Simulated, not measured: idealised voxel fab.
Process module under the name voxel quadruple lines
The width of the displayed cross-section, cut, is 175 nm; its cells are square, with a size of 5 nm.
We lay out every cross-section as a grid of square cells and spell it out in bands from the top down, where one band means one or more rows of cells.
Within each band entry, the heights of the top and of the bottom of the band appear first, in that order and in nm; the materials of the band then follow from left to right, each with its corresponding width in nm. The designation "edge to edge" on a single material indicates that it fills the band from edge to edge; the designation "empty" indicates empty space.
The level at which height equals 0 is the one under which the wafer, as it arrives, is entirely one material. No lower edge exists for the bottom band, which continues downward and is notated as in "0 and below".
Read "30 to 40" as a graded width: first number on top, second number at the bottom, same change between each pair of neighbouring rows.
What does "left unchanged" mean for a step? It means no cell of the cross-section changed in that step.
Enclosed voids (no open way to top), threshold 8 cells or more, entry "Enclosed cavity list", notation width x height at distance, distance from left edge, nm.
On each step's line, the part that comes after the settings is the simulator's own comment on the step.
"overlay nm" on a masked step: distance the mask lay right of its planned place, negative for left.
Heads up before you read on: it's before/after pairs around one process step each, after side only down to the lowest band that changed, step plus settings under the pair. Pairs can be from different runs of this module, same starting wafer, so only chain a pair onto the one above if its "before" entry says so.

**before**
- 35 down to 20 | 35 nm empty; 10 nm SiCN; 15 nm empty; 10 nm SiCN; 15 nm empty; 10 nm SiCN; 15 nm empty; 10 nm SiCN; 55 nm empty
- 20 down to 5 | TiN edge to edge
- 5 down to 0 | SiO2 edge to edge
- 0 and below | Si edge to edge
- Enclosed cavity list: none

**Cut View, Post-Step**
- 35 down to 20 | 35 nm empty; 10 nm SiCN; 15 nm empty; 10 nm SiCN; 15 nm empty; 10 nm SiCN; 15 nm empty; 10 nm SiCN; 55 nm empty
- 20 down to 5 | 35 nm empty; 10 nm TiN; 15 nm empty; 10 nm TiN; 15 nm empty; 10 nm TiN; 15 nm empty; 10 nm TiN; 55 nm empty
- For the remainder of the cross-section, below 5, there is no change.
- Enclosed cavity list: none
Step between the cross-sections above: op DIRECTIONAL_ETCH | etch materials TiN | depth nm 15

before: no separate figure, the pair right above already shows it after its step.

**Cut View, Post-Step**
- 20 down to 5 | 35 nm empty; 10 nm TiN; 15 nm empty; 10 nm TiN; 15 nm empty; 10 nm TiN; 15 nm empty; 10 nm TiN; 55 nm empty
- For the remainder of the cross-section, below 5, there is no change.
- Enclosed cavity list: none
Step between the cross-sections above: op STRIP | etch materials SiCN

before: no separate figure, the pair right above already shows it after its step.

**Cut View, Post-Step**
- 25 down to 20 | SiO2 edge to edge
- 20 down to 5 | 35 nm SiO2; 10 nm TiN; 15 nm SiO2; 10 nm TiN; 15 nm SiO2; 10 nm TiN; 15 nm SiO2; 10 nm TiN; 55 nm SiO2
- For the remainder of the cross-section, below 5, there is no change.
- Enclosed cavity list: none
Step between the cross-sections above: op FILL_DEP | material SiO2 | thk nm 5

before: no separate figure, the pair right above already shows it after its step.

**Cut View, Post-Step**
- 20 down to 5 | 35 nm SiO2; 10 nm TiN; 15 nm SiO2; 10 nm TiN; 15 nm SiO2; 10 nm TiN; 15 nm SiO2; 10 nm TiN; 55 nm SiO2
- For the remainder of the cross-section, below 5, there is no change.
- Enclosed cavity list: none
Step between the cross-sections above: op CMP | height nm 20

**before**
- 20 down to 5 | 45 nm empty; 10 nm TiN; 15 nm empty; 10 nm TiN; 15 nm empty; 10 nm TiN; 15 nm empty; 10 nm TiN; 45 nm empty
- 5 down to 0 | SiO2 edge to edge
- 0 and below | Si edge to edge
- Enclosed cavity list: none

**Cut View, Post-Step**
- 25 down to 20 | aC edge to edge
- 20 down to 5 | 45 nm aC; 10 nm TiN; 15 nm aC; 10 nm TiN; 15 nm aC; 10 nm TiN; 15 nm aC; 10 nm TiN; 45 nm aC
- For the remainder of the cross-section, below 5, there is no change.
- Enclosed cavity list: none
Step between the cross-sections above: op FILL_DEP | material aC | thk nm 5

before: no separate figure, the pair right above already shows it after its step.

**Cut View, Post-Step**
- 20 down to 5 | 45 nm aC; 10 nm TiN; 15 nm aC; 10 nm TiN; 15 nm aC; 10 nm TiN; 15 nm aC; 10 nm TiN; 45 nm aC
- For the remainder of the cross-section, below 5, there is no change.
- Enclosed cavity list: none
Step between the cross-sections above: op CMP | height nm 20

**before**
- 55 down to 35 | aC edge to edge
- 35 down to 20 | polySi edge to edge
- 20 down to 5 | TiN edge to edge
- 5 down to 0 | SiO2 edge to edge
- 0 and below | Si edge to edge
- Enclosed cavity list: none

**Cut View, Post-Step**
- 85 down to 55 | 70 nm resist; 35 nm empty; 70 nm resist
- For the remainder of the cross-section, below 55, there is no change.
- Enclosed cavity list: none
Step between the cross-sections above: op PATTERN | tone open | mask id MANDREL | material resist | width nm 35 | thk nm 30 | overlay nm 0

before: no separate figure, the pair right above already shows it after its step.

**Cut View, Post-Step**
- 65 down to 55 | 70 nm resist; 35 nm empty; 70 nm resist
- 55 down to 35 | 70 nm aC; 35 nm empty; 70 nm aC
- For the remainder of the cross-section, below 35, there is no change.
- Enclosed cavity list: none
Step between the cross-sections above: op DIRECTIONAL_ETCH | etch materials aC | depth nm 20

before: no separate figure, the pair right above already shows it after its step.

**Cut View, Post-Step**
- 55 down to 35 | 70 nm aC; 35 nm empty; 70 nm aC
- For the remainder of the cross-section, below 35, there is no change.
- Enclosed cavity list: none
Step between the cross-sections above: op STRIP | etch materials resist

before: no separate figure, the pair right above already shows it after its step.

**Cut View, Post-Step**
- 70 down to 55 | 85 nm SiO2; 5 nm empty; 85 nm SiO2
- 55 down to 50 | 70 nm aC; 15 nm SiO2; 5 nm empty; 15 nm SiO2; 70 nm aC
- 50 down to 35 | 70 nm aC; 35 nm SiO2; 70 nm aC
- For the remainder of the cross-section, below 35, there is no change.
- Enclosed cavity list: none
Step between the cross-sections above: op CONFORMAL_DEP | material SiO2 | thk nm 15

before: no separate figure, the pair right above already shows it after its step.

**Cut View, Post-Step**
- 55 down to 35 | 70 nm aC; 15 nm SiO2; 5 nm empty; 15 nm SiO2; 70 nm aC
- For the remainder of the cross-section, below 35, there is no change.
- Enclosed cavity list: none
Step between the cross-sections above: op DIRECTIONAL_ETCH | etch materials SiO2 | depth nm 15

before: no separate figure, the pair right above already shows it after its step.

**Cut View, Post-Step**
- 55 down to 35 | 70 nm empty; 15 nm SiO2; 5 nm empty; 15 nm SiO2; 70 nm empty
- For the remainder of the cross-section, below 35, there is no change.
- Enclosed cavity list: none
Step between the cross-sections above: op STRIP | etch materials aC

before: no separate figure, the pair right above already shows it after its step.

**Cut View, Post-Step**
- 55 down to 35 | 70 nm empty; 15 nm SiO2; 5 nm empty; 15 nm SiO2; 70 nm empty
- 35 down to 20 | 70 nm empty; 15 nm polySi; 5 nm empty; 15 nm polySi; 70 nm empty
- For the remainder of the cross-section, below 20, there is no change.
- Enclosed cavity list: none
Step between the cross-sections above: op DIRECTIONAL_ETCH | etch materials polySi | depth nm 15

before: no separate figure, the pair right above already shows it after its step.

**Cut View, Post-Step**
- 35 down to 20 | 70 nm empty; 15 nm polySi; 5 nm empty; 15 nm polySi; 70 nm empty
- For the remainder of the cross-section, below 20, there is no change.
- Enclosed cavity list: none
Step between the cross-sections above: op STRIP | etch materials SiO2

before: no separate figure, the pair right above already shows it after its step.

**Cut View, Post-Step**
- 45 down to 35 | 60 nm empty; 55 nm SiCN; 60 nm empty
- 35 down to 30 | 60 nm empty; 10 nm SiCN; 15 nm polySi; 5 nm SiCN; 15 nm polySi; 10 nm SiCN; 60 nm empty
- 30 down to 20 | 70 nm SiCN; 15 nm polySi; 5 nm SiCN; 15 nm polySi; 70 nm SiCN
- For the remainder of the cross-section, below 20, there is no change.
- Enclosed cavity list: none
Step between the cross-sections above: op CONFORMAL_DEP | material SiCN | thk nm 10

before: no separate figure, the pair right above already shows it after its step.

**Cut View, Post-Step**
- 35 down to 20 | 60 nm empty; 10 nm SiCN; 15 nm polySi; 5 nm SiCN; 15 nm polySi; 10 nm SiCN; 60 nm empty
- For the remainder of the cross-section, below 20, there is no change.
- Enclosed cavity list: none
Step between the cross-sections above: op DIRECTIONAL_ETCH | etch materials SiCN | depth nm 10

before: no separate figure, the pair right above already shows it after its step.

**Cut View, Post-Step**
- 35 down to 20 | 60 nm empty; 10 nm SiCN; 15 nm empty; 5 nm SiCN; 15 nm empty; 10 nm SiCN; 60 nm empty
- For the remainder of the cross-section, below 20, there is no change.
- Enclosed cavity list: none
Step between the cross-sections above: op STRIP | etch materials polySi

before: no separate figure, the pair right above already shows it after its step.

**Cut View, Post-Step**
- 35 down to 20 | 60 nm empty; 10 nm SiCN; 15 nm empty; 5 nm SiCN; 15 nm empty; 10 nm SiCN; 60 nm empty
- 20 down to 5 | 60 nm empty; 10 nm TiN; 15 nm empty; 5 nm TiN; 15 nm empty; 10 nm TiN; 60 nm empty
- For the remainder of the cross-section, below 5, there is no change.
- Enclosed cavity list: none
Step between the cross-sections above: op DIRECTIONAL_ETCH | etch materials TiN | depth nm 15

before: no separate figure, the pair right above already shows it after its step.

**Cut View, Post-Step**
- 20 down to 5 | 60 nm empty; 10 nm TiN; 15 nm empty; 5 nm TiN; 15 nm empty; 10 nm TiN; 60 nm empty
- For the remainder of the cross-section, below 5, there is no change.
- Enclosed cavity list: none
Step between the cross-sections above: op STRIP | etch materials SiCN

before: no separate figure, the pair right above already shows it after its step.

**Cut View, Post-Step**
- 25 down to 20 | SiO2 edge to edge
- 20 down to 5 | 60 nm SiO2; 10 nm TiN; 15 nm SiO2; 5 nm TiN; 15 nm SiO2; 10 nm TiN; 60 nm SiO2
- For the remainder of the cross-section, below 5, there is no change.
- Enclosed cavity list: none
Step between the cross-sections above: op FILL_DEP | material SiO2 | thk nm 5

before: no separate figure, the pair right above already shows it after its step.

**Cut View, Post-Step**
- 20 down to 5 | 60 nm SiO2; 10 nm TiN; 15 nm SiO2; 5 nm TiN; 15 nm SiO2; 10 nm TiN; 60 nm SiO2
- For the remainder of the cross-section, below 5, there is no change.
- Enclosed cavity list: none
Step between the cross-sections above: op CMP | height nm 20
